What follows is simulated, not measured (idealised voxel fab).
Process module name: voxel transistor to metal
This is section cut - it's 195 nm across, gridded in 5 nm square cells.
Reading order for cross-sections: top band down to bottom band. Underlying form: a grid of square cells. Band size: one or more rows of cells. Band: top and bottom heights (nm) first, top before bottom; then materials from left to right, widths in nm. "full width" marks a sole material filling the band edge to edge. "air" denotes empty space. Zero point of the height axis is 0; under it, received wafer = one material. Lowest band: continues down indefinitely, "0 -> down". The expression "30..40" gives the width at the extremes of the band, the first number at its top row of cells and the second at its bottom row, with the width changing by equal amounts from each row to the next in between. Take "nothing got changed" at face value: in the step it is given for, the cross-section changed in none of its cells. Closed-off voids of 8+ cells (no open route to the top) go in "Closed voids list", written width x height at distance from the left edge, in nm. Read whatever lies past the settings on a step's line as the simulator's own remark about the step. "overlay nm" answers the question of how far to the right of plan the mask lay on a step that has a mask, and when it is negative the answer is to the left.

THIS SECTION LISTS THE PROCESS STEPS THAT WERE PLANNED
1,RECEIVE with material Si
2,OXIDIZE with depth nm 5
3,CONFORMAL_DEP with material SiN, thk nm 10
4,MASKED_ETCH with tone cover, mask id ACTIVE, width nm 115, etch materials SiN, depth nm 10, overlay nm 0
5,MASKED_ETCH with tone cover, mask id ACTIVE, width nm 115, etch materials SiO2, depth nm 5, overlay nm 0
6,MASKED_ETCH with tone cover, mask id ACTIVE, width nm 115, etch materials Si, depth nm 30, overlay nm 0
7,FILL_DEP with material SiO2, thk nm 15
8,CMP with height nm 10
9,SELECTIVE_ETCH with etch materials SiO2, depth nm 10
10,STRIP with etch materials SiN
11,SELECTIVE_ETCH with etch materials SiO2, depth nm 5
12,OXIDIZE with depth nm 5
13,DIRECTIONAL_DEP with material polySi, thk nm 25
14,DIRECTIONAL_DEP with material SiCN, thk nm 15
15,PATTERN with tone cover, mask id GATE, material resist, width nm 35, thk nm 15, overlay nm 0
16,DIRECTIONAL_ETCH with etch materials SiCN, depth nm 25
17,DIRECTIONAL_ETCH with etch materials polySi, depth nm 35
18,STRIP with etch materials resist
19,CONFORMAL_DEP with material SiN, thk nm 10
20,DIRECTIONAL_ETCH with etch materials SiN, depth nm 10
21,DIRECTIONAL_ETCH with etch materials SiO2, depth nm 5
22,EPI with material SiGe, thk nm 5
23,FILL_DEP with material SiO2, thk nm 5
24,CMP with height nm 20
25,STRIP with etch materials polySi
26,SELECTIVE_ETCH with etch materials SiO2, depth nm 5
27,CONFORMAL_DEP with material HfO2, thk nm 5
28,CONFORMAL_DEP with material TiN, thk nm 5
29,FILL_DEP with material W, thk nm 10
30,CMP with height nm 15
31,DIRECTIONAL_DEP with material SiO2, thk nm 10
32,MASKED_ETCH with tone open, mask id CONTACT, width nm 15, pitch nm 80, etch materials SiO2, depth nm 30, overlay nm 0
33,CONFORMAL_DEP with material TiN, thk nm 5
34,FILL_DEP with material W, thk nm 10
35,CMP with height nm 25
36,CONFORMAL_DEP with material SiCN, thk nm 5
37,DIRECTIONAL_DEP with material SiO2, thk nm 15
38,MASKED_ETCH with tone open, mask id METAL_1, width nm 15, pitch nm 80, etch materials SiO2, depth nm 15, overlay nm 0
39,MASKED_ETCH with tone open, mask id METAL_1, width nm 15, pitch nm 80, etch materials SiCN, depth nm 5, overlay nm 0
40,CONFORMAL_DEP with material TiN, thk nm 5
41,FILL_DEP with material W, thk nm 10
42,CMP with height nm 45
43,CONFORMAL_DEP with material SiCN, thk nm 5
44,DIRECTIONAL_DEP with material SiO2, thk nm 35
45,MASKED_ETCH with tone open, mask id METAL_2, width nm 15, pitch nm 80, etch materials SiO2, depth nm 20, overlay nm 0
46,DIRECTIONAL_DEP with material aC, thk nm 15
47,PATTERN with tone open, mask id METAL_2_HOLES, material resist, width nm 15, pitch nm 80, thk nm 30, overlay nm 0
48,DIRECTIONAL_ETCH with etch materials aC, depth nm 15
49,STRIP with etch materials resist
50,DIRECTIONAL_ETCH with etch materials SiO2, depth nm 15
51,DIRECTIONAL_ETCH with etch materials SiCN, depth nm 5
52,STRIP with etch materials aC
53,CONFORMAL_DEP with material TiN, thk nm 5
54,FILL_DEP with material Ru, thk nm 10
55,CMP with height nm 85
56,CONFORMAL_DEP with material SiN, thk nm 5

FIRST OF TWO WAFERS - AS PLANNED

WAFER AS RECEIVED: CROSS-SECTION FOLLOWING STEP 1
* 0 -> down | Si full width
* Closed voids list: none

STEP 2 COMPLETE: CROSS-SECTION THROUGH THE WAFER
* 0 -> -5 | SiO2 full width
* At heights below -5, the structure remains unaltered.

STEP 3 COMPLETE: CROSS-SECTION THROUGH THE WAFER
* 10 -> 0 | SiN full width
* At heights below 0, the structure remains unaltered.

STEP 4 COMPLETE: CROSS-SECTION THROUGH THE WAFER
* 10 -> 0 | 40 of air, then 115 of SiN, then 40 of air
* At heights below 0, the structure remains unaltered.

STEP 5 COMPLETE: CROSS-SECTION THROUGH THE WAFER
* 10 -> 0 | 40 of air, then 115 of SiN, then 40 of air
* 0 -> -5 | 40 of air, then 115 of SiO2, then 40 of air
* At heights below -5, the structure remains unaltered.

STEP 6 COMPLETE: CROSS-SECTION THROUGH THE WAFER
* 10 -> 0 | 40 of air, then 115 of SiN, then 40 of air
* 0 -> -5 | 40 of air, then 115 of SiO2, then 40 of air
* -5 -> -35 | 40 of air, then 115 of Si, then 40 of air
* At heights below -35, the structure remains unaltered.

STEP 7 COMPLETE: CROSS-SECTION THROUGH THE WAFER
* 25 -> 10 | SiO2 full width
* 10 -> 0 | 40 of SiO2, then 115 of SiN, then 40 of SiO2
* 0 -> -5 | SiO2 full width
* -5 -> -35 | 40 of SiO2, then 115 of Si, then 40 of SiO2
* At heights below -35, the structure remains unaltered.

STEP 8 COMPLETE: CROSS-SECTION THROUGH THE WAFER
* 10 -> 0 | 40 of SiO2, then 115 of SiN, then 40 of SiO2
* At heights below 0, the structure remains unaltered.

STEP 9 COMPLETE: CROSS-SECTION THROUGH THE WAFER
* 10 -> 0 | 40 of air, then 115 of SiN, then 40 of air
* At heights below 0, the structure remains unaltered.

STEP 10 COMPLETE: CROSS-SECTION THROUGH THE WAFER
* 0 -> -5 | SiO2 full width
* At heights below -5, the structure remains unaltered.

STEP 11 COMPLETE: CROSS-SECTION THROUGH THE WAFER
* -5 -> -35 | 40 of SiO2, then 115 of Si, then 40 of SiO2
* At heights below -35, the structure remains unaltered.

STEP 12 COMPLETE: CROSS-SECTION THROUGH THE WAFER
* -5 -> -10 | SiO2 full width
* At heights below -10, the structure remains unaltered.

STEP 13 COMPLETE: CROSS-SECTION THROUGH THE WAFER
* 20 -> -5 | polySi full width
* At heights below -5, the structure remains unaltered.

STEP 14 COMPLETE: CROSS-SECTION THROUGH THE WAFER
* 35 -> 20 | SiCN full width
* At heights below 20, the structure remains unaltered.

STEP 15 COMPLETE: CROSS-SECTION THROUGH THE WAFER
* 50 -> 35 | 80 of air, then 35 of resist, then 80 of air
* At heights below 35, the structure remains unaltered.

STEP 16 COMPLETE: CROSS-SECTION THROUGH THE WAFER
* 50 -> 35 | 80 of air, then 35 of resist, then 80 of air
* 35 -> 20 | 80 of air, then 35 of SiCN, then 80 of air
* At heights below 20, the structure remains unaltered.

STEP 17 COMPLETE: CROSS-SECTION THROUGH THE WAFER
* 50 -> 35 | 80 of air, then 35 of resist, then 80 of air
* 35 -> 20 | 80 of air, then 35 of SiCN, then 80 of air
* 20 -> -5 | 80 of air, then 35 of polySi, then 80 of air
* At heights below -5, the structure remains unaltered.

STEP 18 COMPLETE: CROSS-SECTION THROUGH THE WAFER
* 35 -> 20 | 80 of air, then 35 of SiCN, then 80 of air
* At heights below 20, the structure remains unaltered.

STEP 19 COMPLETE: CROSS-SECTION THROUGH THE WAFER
* 45 -> 35 | 70 of air, then 55 of SiN, then 70 of air
* 35 -> 20 | 70 of air, then 10 of SiN, then 35 of SiCN, then 10 of SiN, then 70 of air
* 20 -> 5 | 70 of air, then 10 of SiN, then 35 of polySi, then 10 of SiN, then 70 of air
* 5 -> -5 | 80 of SiN, then 35 of polySi, then 80 of SiN
* At heights below -5, the structure remains unaltered.

STEP 20 COMPLETE: CROSS-SECTION THROUGH THE WAFER
* 35 -> 20 | 70 of air, then 10 of SiN, then 35 of SiCN, then 10 of SiN, then 70 of air
* 20 -> -5 | 70 of air, then 10 of SiN, then 35 of polySi, then 10 of SiN, then 70 of air
* At heights below -5, the structure remains unaltered.

STEP 21 COMPLETE: CROSS-SECTION THROUGH THE WAFER
* 35 -> 20 | 70 of air, then 10 of SiN, then 35 of SiCN, then 10 of SiN, then 70 of air
* 20 -> -5 | 70 of air, then 10 of SiN, then 35 of polySi, then 10 of SiN, then 70 of air
* -5 -> -10 | 70 of air, then 55 of SiO2, then 70 of air
* At heights below -10, the structure remains unaltered.

STEP 22 COMPLETE: CROSS-SECTION THROUGH THE WAFER
* 35 -> 20 | 70 of air, then 10 of SiN, then 35 of SiCN, then 10 of SiN, then 70 of air
* 20 -> -5 | 70 of air, then 10 of SiN, then 35 of polySi, then 10 of SiN, then 70 of air
* -5 -> -10 | 35 of air, then 35 of SiGe, then 55 of SiO2, then 35 of SiGe, then 35 of air
* At heights below -10, the structure remains unaltered.

STEP 23 COMPLETE: CROSS-SECTION THROUGH THE WAFER
* 40 -> 35 | SiO2 full width
* 35 -> 20 | 70 of SiO2, then 10 of SiN, then 35 of SiCN, then 10 of SiN, then 70 of SiO2
* 20 -> -5 | 70 of SiO2, then 10 of SiN, then 35 of polySi, then 10 of SiN, then 70 of SiO2
* -5 -> -10 | 35 of SiO2, then 35 of SiGe, then 55 of SiO2, then 35 of SiGe, then 35 of SiO2
* At heights below -10, the structure remains unaltered.

STEP 24 COMPLETE: CROSS-SECTION THROUGH THE WAFER
* 20 -> -5 | 70 of SiO2, then 10 of SiN, then 35 of polySi, then 10 of SiN, then 70 of SiO2
* At heights below -5, the structure remains unaltered.

STEP 25 COMPLETE: CROSS-SECTION THROUGH THE WAFER
* 20 -> -5 | 70 of SiO2, then 10 of SiN, then 35 of air, then 10 of SiN, then 70 of SiO2
* At heights below -5, the structure remains unaltered.

STEP 26 COMPLETE: CROSS-SECTION THROUGH THE WAFER
* 20 -> 15 | 70 of air, then 10 of SiN, then 35 of air, then 10 of SiN, then 70 of air
* 15 -> -5 | 70 of SiO2, then 10 of SiN, then 35 of air, then 10 of SiN, then 70 of SiO2
* -5 -> -10 | 35 of SiO2, then 35 of SiGe, then 5 of SiO2, then 45 of air, then 5 of SiO2, then 35 of SiGe, then 35 of SiO2
* At heights below -10, the structure remains unaltered.

STEP 27 COMPLETE: CROSS-SECTION THROUGH THE WAFER
* 25 -> 20 | 65 of air, then 20 of HfO2, then 25 of air, then 20 of HfO2, then 65 of air
* 20 -> 15 | 70 of HfO2, then 10 of SiN, then 5 of HfO2, then 25 of air, then 5 of HfO2, then 10 of SiN, then 70 of HfO2
* 15 -> -5 | 70 of SiO2, then 10 of SiN, then 5 of HfO2, then 25 of air, then 5 of HfO2, then 10 of SiN, then 70 of SiO2
* -5 -> -10 | 35 of SiO2, then 35 of SiGe, then 5 of SiO2, then 45 of HfO2, then 5 of SiO2, then 35 of SiGe, then 35 of SiO2
* At heights below -10, the structure remains unaltered.

STEP 28 COMPLETE: CROSS-SECTION THROUGH THE WAFER
* 30 -> 25 | 60 of air, then 30 of TiN, then 15 of air, then 30 of TiN, then 60 of air
* 25 -> 20 | 65 of TiN, then 20 of HfO2, then 5 of TiN, then 15 of air, then 5 of TiN, then 20 of HfO2, then 65 of TiN
* 20 -> 15 | 70 of HfO2, then 10 of SiN, then 5 of HfO2, then 5 of TiN, then 15 of air, then 5 of TiN, then 5 of HfO2, then 10 of SiN, then 70 of HfO2
* 15 -> 0 | 70 of SiO2, then 10 of SiN, then 5 of HfO2, then 5 of TiN, then 15 of air, then 5 of TiN, then 5 of HfO2, then 10 of SiN, then 70 of SiO2
* 0 -> -5 | 70 of SiO2, then 10 of SiN, then 5 of HfO2, then 25 of TiN, then 5 of HfO2, then 10 of SiN, then 70 of SiO2
* At heights below -5, the structure remains unaltered.

STEP 29 COMPLETE: CROSS-SECTION THROUGH THE WAFER
* 40 -> 30 | W full width
* 30 -> 25 | 60 of W, then 30 of TiN, then 15 of W, then 30 of TiN, then 60 of W
* 25 -> 20 | 65 of TiN, then 20 of HfO2, then 5 of TiN, then 15 of W, then 5 of TiN, then 20 of HfO2, then 65 of TiN
* 20 -> 15 | 70 of HfO2, then 10 of SiN, then 5 of HfO2, then 5 of TiN, then 15 of W, then 5 of TiN, then 5 of HfO2, then 10 of SiN, then 70 of HfO2
* 15 -> 0 | 70 of SiO2, then 10 of SiN, then 5 of HfO2, then 5 of TiN, then 15 of W, then 5 of TiN, then 5 of HfO2, then 10 of SiN, then 70 of SiO2
* At heights below 0, the structure remains unaltered.

STEP 30 COMPLETE: CROSS-SECTION THROUGH THE WAFER
* 15 -> 0 | 70 of SiO2, then 10 of SiN, then 5 of HfO2, then 5 of TiN, then 15 of W, then 5 of TiN, then 5 of HfO2, then 10 of SiN, then 70 of SiO2
* At heights below 0, the structure remains unaltered.

STEP 31 COMPLETE: CROSS-SECTION THROUGH THE WAFER
* 25 -> 15 | SiO2 full width
* At heights below 15, the structure remains unaltered.

STEP 32 COMPLETE: CROSS-SECTION THROUGH THE WAFER
* 25 -> 15 | 50 of SiO2, then 15 of air, then 65 of SiO2, then 15 of air, then 50 of SiO2
* 15 -> 0 | 50 of SiO2, then 15 of air, then 5 of SiO2, then 10 of SiN, then 5 of HfO2, then 5 of TiN, then 15 of W, then 5 of TiN, then 5 of HfO2, then 10 of SiN, then 5 of SiO2, then 15 of air, then 50 of SiO2
* 0 -> -5 | 50 of SiO2, then 15 of air, then 5 of SiO2, then 10 of SiN, then 5 of HfO2, then 25 of TiN, then 5 of HfO2, then 10 of SiN, then 5 of SiO2, then 15 of air, then 50 of SiO2
* At heights below -5, the structure remains unaltered.

STEP 33 COMPLETE: CROSS-SECTION THROUGH THE WAFER
* 30 -> 25 | 55 of TiN, then 5 of air, then 75 of TiN, then 5 of air, then 55 of TiN
* 25 -> 15 | 50 of SiO2, then 5 of TiN, then 5 of air, then 5 of TiN, then 65 of SiO2, then 5 of TiN, then 5 of air, then 5 of TiN, then 50 of SiO2
* 15 -> 0 | 50 of SiO2, then 5 of TiN, then 5 of air, then 5 of TiN, then 5 of SiO2, then 10 of SiN, then 5 of HfO2, then 5 of TiN, then 15 of W, then 5 of TiN, then 5 of HfO2, then 10 of SiN, then 5 of SiO2, then 5 of TiN, then 5 of air, then 5 of TiN, then 50 of SiO2
* 0 -> -5 | 50 of SiO2, then 15 of TiN, then 5 of SiO2, then 10 of SiN, then 5 of HfO2, then 25 of TiN, then 5 of HfO2, then 10 of SiN, then 5 of SiO2, then 15 of TiN, then 50 of SiO2
* At heights below -5, the structure remains unaltered.

STEP 34 COMPLETE: CROSS-SECTION THROUGH THE WAFER
* 40 -> 30 | W full width
* 30 -> 25 | 55 of TiN, then 5 of W, then 75 of TiN, then 5 of W, then 55 of TiN
* 25 -> 15 | 50 of SiO2, then 5 of TiN, then 5 of W, then 5 of TiN, then 65 of SiO2, then 5 of TiN, then 5 of W, then 5 of TiN, then 50 of SiO2
* 15 -> 0 | 50 of SiO2, then 5 of TiN, then 5 of W, then 5 of TiN, then 5 of SiO2, then 10 of SiN, then 5 of HfO2, then 5 of TiN, then 15 of W, then 5 of TiN, then 5 of HfO2, then 10 of SiN, then 5 of SiO2, then 5 of TiN, then 5 of W, then 5 of TiN, then 50 of SiO2
* At heights below 0, the structure remains unaltered.

STEP 35 COMPLETE: CROSS-SECTION THROUGH THE WAFER
* 25 -> 15 | 50 of SiO2, then 5 of TiN, then 5 of W, then 5 of TiN, then 65 of SiO2, then 5 of TiN, then 5 of W, then 5 of TiN, then 50 of SiO2
* At heights below 15, the structure remains unaltered.

STEP 36 COMPLETE: CROSS-SECTION THROUGH THE WAFER
* 30 -> 25 | SiCN full width
* At heights below 25, the structure remains unaltered.

STEP 37 COMPLETE: CROSS-SECTION THROUGH THE WAFER
* 45 -> 30 | SiO2 full width
* At heights below 30, the structure remains unaltered.

STEP 38 COMPLETE: CROSS-SECTION THROUGH THE WAFER
* 45 -> 30 | 50 of SiO2, then 15 of air, then 65 of SiO2, then 15 of air, then 50 of SiO2
* At heights below 30, the structure remains unaltered.

STEP 39 COMPLETE: CROSS-SECTION THROUGH THE WAFER
* 45 -> 30 | 50 of SiO2, then 15 of air, then 65 of SiO2, then 15 of air, then 50 of SiO2
* 30 -> 25 | 50 of SiCN, then 15 of air, then 65 of SiCN, then 15 of air, then 50 of SiCN
* At heights below 25, the structure remains unaltered.

STEP 40 COMPLETE: CROSS-SECTION THROUGH THE WAFER
* 50 -> 45 | 55 of TiN, then 5 of air, then 75 of TiN, then 5 of air, then 55 of TiN
* 45 -> 30 | 50 of SiO2, then 5 of TiN, then 5 of air, then 5 of TiN, then 65 of SiO2, then 5 of TiN, then 5 of air, then 5 of TiN, then 50 of SiO2
* 30 -> 25 | 50 of SiCN, then 15 of TiN, then 65 of SiCN, then 15 of TiN, then 50 of SiCN
* At heights below 25, the structure remains unaltered.

STEP 41 COMPLETE: CROSS-SECTION THROUGH THE WAFER
* 60 -> 50 | W full width
* 50 -> 45 | 55 of TiN, then 5 of W, then 75 of TiN, then 5 of W, then 55 of TiN
* 45 -> 30 | 50 of SiO2, then 5 of TiN, then 5 of W, then 5 of TiN, then 65 of SiO2, then 5 of TiN, then 5 of W, then 5 of TiN, then 50 of SiO2
* At heights below 30, the structure remains unaltered.

STEP 42 COMPLETE: CROSS-SECTION THROUGH THE WAFER
* 45 -> 30 | 50 of SiO2, then 5 of TiN, then 5 of W, then 5 of TiN, then 65 of SiO2, then 5 of TiN, then 5 of W, then 5 of TiN, then 50 of SiO2
* At heights below 30, the structure remains unaltered.

STEP 43 COMPLETE: CROSS-SECTION THROUGH THE WAFER
* 50 -> 45 | SiCN full width
* At heights below 45, the structure remains unaltered.

STEP 44 COMPLETE: CROSS-SECTION THROUGH THE WAFER
* 85 -> 50 | SiO2 full width
* At heights below 50, the structure remains unaltered.

STEP 45 COMPLETE: CROSS-SECTION THROUGH THE WAFER
* 85 -> 65 | 50 of SiO2, then 15 of air, then 65 of SiO2, then 15 of air, then 50 of SiO2
* At heights below 65, the structure remains unaltered.

STEP 46 COMPLETE: CROSS-SECTION THROUGH THE WAFER
* 100 -> 85 | 50 of aC, then 15 of air, then 65 of aC, then 15 of air, then 50 of aC
* 85 -> 80 | 50 of SiO2, then 15 of air, then 65 of SiO2, then 15 of air, then 50 of SiO2
* 80 -> 65 | 50 of SiO2, then 15 of aC, then 65 of SiO2, then 15 of aC, then 50 of SiO2
* At heights below 65, the structure remains unaltered.

STEP 47 COMPLETE: CROSS-SECTION THROUGH THE WAFER
* 130 -> 100 | 50 of resist, then 15 of air, then 65 of resist, then 15 of air, then 50 of resist
* At heights below 100, the structure remains unaltered.

STEP 48 COMPLETE: CROSS-SECTION THROUGH THE WAFER
* 115 -> 100 | 50 of resist, then 15 of air, then 65 of resist, then 15 of air, then 50 of resist
* 100 -> 85 | 50 of aC, then 15 of air, then 65 of aC, then 15 of air, then 50 of aC
* 85 -> 65 | 50 of SiO2, then 15 of air, then 65 of SiO2, then 15 of air, then 50 of SiO2
* At heights below 65, the structure remains unaltered.

STEP 49 COMPLETE: CROSS-SECTION THROUGH THE WAFER
* 100 -> 85 | 50 of aC, then 15 of air, then 65 of aC, then 15 of air, then 50 of aC
* At heights below 85, the structure remains unaltered.

STEP 50 COMPLETE: CROSS-SECTION THROUGH THE WAFER
* 100 -> 85 | 50 of aC, then 15 of air, then 65 of aC, then 15 of air, then 50 of aC
* 85 -> 50 | 50 of SiO2, then 15 of air, then 65 of SiO2, then 15 of air, then 50 of SiO2
* At heights below 50, the structure remains unaltered.

STEP 51 COMPLETE: CROSS-SECTION THROUGH THE WAFER
* 100 -> 85 | 50 of aC, then 15 of air, then 65 of aC, then 15 of air, then 50 of aC
* 85 -> 50 | 50 of SiO2, then 15 of air, then 65 of SiO2, then 15 of air, then 50 of SiO2
* 50 -> 45 | 50 of SiCN, then 15 of air, then 65 of SiCN, then 15 of air, then 50 of SiCN
* At heights below 45, the structure remains unaltered.

STEP 52 COMPLETE: CROSS-SECTION THROUGH THE WAFER
* 85 -> 50 | 50 of SiO2, then 15 of air, then 65 of SiO2, then 15 of air, then 50 of SiO2
* At heights below 50, the structure remains unaltered.

STEP 53 COMPLETE: CROSS-SECTION THROUGH THE WAFER
* 90 -> 85 | 55 of TiN, then 5 of air, then 75 of TiN, then 5 of air, then 55 of TiN
* 85 -> 50 | 50 of SiO2, then 5 of TiN, then 5 of air, then 5 of TiN, then 65 of SiO2, then 5 of TiN, then 5 of air, then 5 of TiN, then 50 of SiO2
* 50 -> 45 | 50 of SiCN, then 15 of TiN, then 65 of SiCN, then 15 of TiN, then 50 of SiCN
* At heights below 45, the structure remains unaltered.

STEP 54 COMPLETE: CROSS-SECTION THROUGH THE WAFER
* 100 -> 90 | Ru full width
* 90 -> 85 | 55 of TiN, then 5 of Ru, then 75 of TiN, then 5 of Ru, then 55 of TiN
* 85 -> 50 | 50 of SiO2, then 5 of TiN, then 5 of Ru, then 5 of TiN, then 65 of SiO2, then 5 of TiN, then 5 of Ru, then 5 of TiN, then 50 of SiO2
* At heights below 50, the structure remains unaltered.

STEP 55 COMPLETE: CROSS-SECTION THROUGH THE WAFER
* 85 -> 50 | 50 of SiO2, then 5 of TiN, then 5 of Ru, then 5 of TiN, then 65 of SiO2, then 5 of TiN, then 5 of Ru, then 5 of TiN, then 50 of SiO2
* At heights below 50, the structure remains unaltered.

STEP 56 COMPLETE: CROSS-SECTION THROUGH THE WAFER
* 90 -> 85 | SiN full width
* At heights below 85, the structure remains unaltered.

SECOND WAFER, SAME STARTING CONDITIONS AND RECIPE AS THE FIRST, ONE MISTAKE IN EXECUTING IT, NOTHING DIFFERS FROM THE FIRST UP TO AND INCLUDING STEP 34

At the planned end of step 35, the second wafer in cross-section: nothing got changed

AT THE PLANNED END OF STEP 36, THE SECOND WAFER IN CROSS-SECTION
* 45 -> 40 | SiCN full width
* At heights below 40, the structure remains unaltered.

AT THE PLANNED END OF STEP 37, THE SECOND WAFER IN CROSS-SECTION
* 60 -> 45 | SiO2 full width
* At heights below 45, the structure remains unaltered.

AT THE PLANNED END OF STEP 38, THE SECOND WAFER IN CROSS-SECTION
* 60 -> 45 | 50 of SiO2, then 15 of air, then 65 of SiO2, then 15 of air, then 50 of SiO2
* At heights below 45, the structure remains unaltered.

AT THE PLANNED END OF STEP 39, THE SECOND WAFER IN CROSS-SECTION
* 60 -> 45 | 50 of SiO2, then 15 of air, then 65 of SiO2, then 15 of air, then 50 of SiO2
* 45 -> 40 | 50 of SiCN, then 15 of air, then 65 of SiCN, then 15 of air, then 50 of SiCN
* At heights below 40, the structure remains unaltered.

AT THE PLANNED END OF STEP 40, THE SECOND WAFER IN CROSS-SECTION
* 65 -> 60 | 55 of TiN, then 5 of air, then 75 of TiN, then 5 of air, then 55 of TiN
* 60 -> 45 | 50 of SiO2, then 5 of TiN, then 5 of air, then 5 of TiN, then 65 of SiO2, then 5 of TiN, then 5 of air, then 5 of TiN, then 50 of SiO2
* 45 -> 40 | 50 of SiCN, then 15 of TiN, then 65 of SiCN, then 15 of TiN, then 50 of SiCN
* At heights below 40, the structure remains unaltered.

AT THE PLANNED END OF STEP 41, THE SECOND WAFER IN CROSS-SECTION
* 75 -> 65 | W full width
* 65 -> 60 | 55 of TiN, then 5 of W, then 75 of TiN, then 5 of W, then 55 of TiN
* 60 -> 45 | 50 of SiO2, then 5 of TiN, then 5 of W, then 5 of TiN, then 65 of SiO2, then 5 of TiN, then 5 of W, then 5 of TiN, then 50 of SiO2
* At heights below 45, the structure remains unaltered.

AT THE PLANNED END OF STEP 42, THE SECOND WAFER IN CROSS-SECTION
* 45 -> 40 | 50 of SiCN, then 15 of TiN, then 65 of SiCN, then 15 of TiN, then 50 of SiCN
* At heights below 40, the structure remains unaltered.

AT THE PLANNED END OF STEP 43, THE SECOND WAFER IN CROSS-SECTION
* 50 -> 45 | SiCN full width
* At heights below 45, the structure remains unaltered.

AT THE PLANNED END OF STEP 44, THE SECOND WAFER IN CROSS-SECTION
* 85 -> 50 | SiO2 full width
* At heights below 50, the structure remains unaltered.

AT THE PLANNED END OF STEP 45, THE SECOND WAFER IN CROSS-SECTION
* 85 -> 65 | 50 of SiO2, then 15 of air, then 65 of SiO2, then 15 of air, then 50 of SiO2
* At heights below 65, the structure remains unaltered.

AT THE PLANNED END OF STEP 46, THE SECOND WAFER IN CROSS-SECTION
* 100 -> 85 | 50 of aC, then 15 of air, then 65 of aC, then 15 of air, then 50 of aC
* 85 -> 80 | 50 of SiO2, then 15 of air, then 65 of SiO2, then 15 of air, then 50 of SiO2
* 80 -> 65 | 50 of SiO2, then 15 of aC, then 65 of SiO2, then 15 of aC, then 50 of SiO2
* At heights below 65, the structure remains unaltered.

AT THE PLANNED END OF STEP 47, THE SECOND WAFER IN CROSS-SECTION
* 130 -> 100 | 50 of resist, then 15 of air, then 65 of resist, then 15 of air, then 50 of resist
* At heights below 100, the structure remains unaltered.

AT THE PLANNED END OF STEP 48, THE SECOND WAFER IN CROSS-SECTION
* 115 -> 100 | 50 of resist, then 15 of air, then 65 of resist, then 15 of air, then 50 of resist
* 100 -> 85 | 50 of aC, then 15 of air, then 65 of aC, then 15 of air, then 50 of aC
* 85 -> 65 | 50 of SiO2, then 15 of air, then 65 of SiO2, then 15 of air, then 50 of SiO2
* At heights below 65, the structure remains unaltered.

AT THE PLANNED END OF STEP 49, THE SECOND WAFER IN CROSS-SECTION
* 100 -> 85 | 50 of aC, then 15 of air, then 65 of aC, then 15 of air, then 50 of aC
* At heights below 85, the structure remains unaltered.

AT THE PLANNED END OF STEP 50, THE SECOND WAFER IN CROSS-SECTION
* 100 -> 85 | 50 of aC, then 15 of air, then 65 of aC, then 15 of air, then 50 of aC
* 85 -> 50 | 50 of SiO2, then 15 of air, then 65 of SiO2, then 15 of air, then 50 of SiO2
* At heights below 50, the structure remains unaltered.

AT THE PLANNED END OF STEP 51, THE SECOND WAFER IN CROSS-SECTION
* 100 -> 85 | 50 of aC, then 15 of air, then 65 of aC, then 15 of air, then 50 of aC
* 85 -> 50 | 50 of SiO2, then 15 of air, then 65 of SiO2, then 15 of air, then 50 of SiO2
* 50 -> 45 | 50 of SiCN, then 15 of air, then 65 of SiCN, then 15 of air, then 50 of SiCN
* At heights below 45, the structure remains unaltered.

AT THE PLANNED END OF STEP 52, THE SECOND WAFER IN CROSS-SECTION
* 85 -> 50 | 50 of SiO2, then 15 of air, then 65 of SiO2, then 15 of air, then 50 of SiO2
* At heights below 50, the structure remains unaltered.

AT THE PLANNED END OF STEP 53, THE SECOND WAFER IN CROSS-SECTION
* 90 -> 85 | 55 of TiN, then 5 of air, then 75 of TiN, then 5 of air, then 55 of TiN
* 85 -> 50 | 50 of SiO2, then 5 of TiN, then 5 of air, then 5 of TiN, then 65 of SiO2, then 5 of TiN, then 5 of air, then 5 of TiN, then 50 of SiO2
* 50 -> 40 | 50 of SiCN, then 15 of TiN, then 65 of SiCN, then 15 of TiN, then 50 of SiCN
* At heights below 40, the structure remains unaltered.

AT THE PLANNED END OF STEP 54, THE SECOND WAFER IN CROSS-SECTION
* 100 -> 90 | Ru full width
* 90 -> 85 | 55 of TiN, then 5 of Ru, then 75 of TiN, then 5 of Ru, then 55 of TiN
* 85 -> 50 | 50 of SiO2, then 5 of TiN, then 5 of Ru, then 5 of TiN, then 65 of SiO2, then 5 of TiN, then 5 of Ru, then 5 of TiN, then 50 of SiO2
* At heights below 50, the structure remains unaltered.

AT THE PLANNED END OF STEP 55, THE SECOND WAFER IN CROSS-SECTION
* 85 -> 50 | 50 of SiO2, then 5 of TiN, then 5 of Ru, then 5 of TiN, then 65 of SiO2, then 5 of TiN, then 5 of Ru, then 5 of TiN, then 50 of SiO2
* At heights below 50, the structure remains unaltered.

AT THE PLANNED END OF STEP 56, THE SECOND WAFER IN CROSS-SECTION
* 90 -> 85 | SiN full width
* At heights below 85, the structure remains unaltered.
Short version of what went wrong: execution of step 35 of the plan did not take place, the step having been omitted
The final cell counts differ between the wafers, with the second having more or fewer of some materials than the first: -99 SiO2; +25 TiN; +74 W
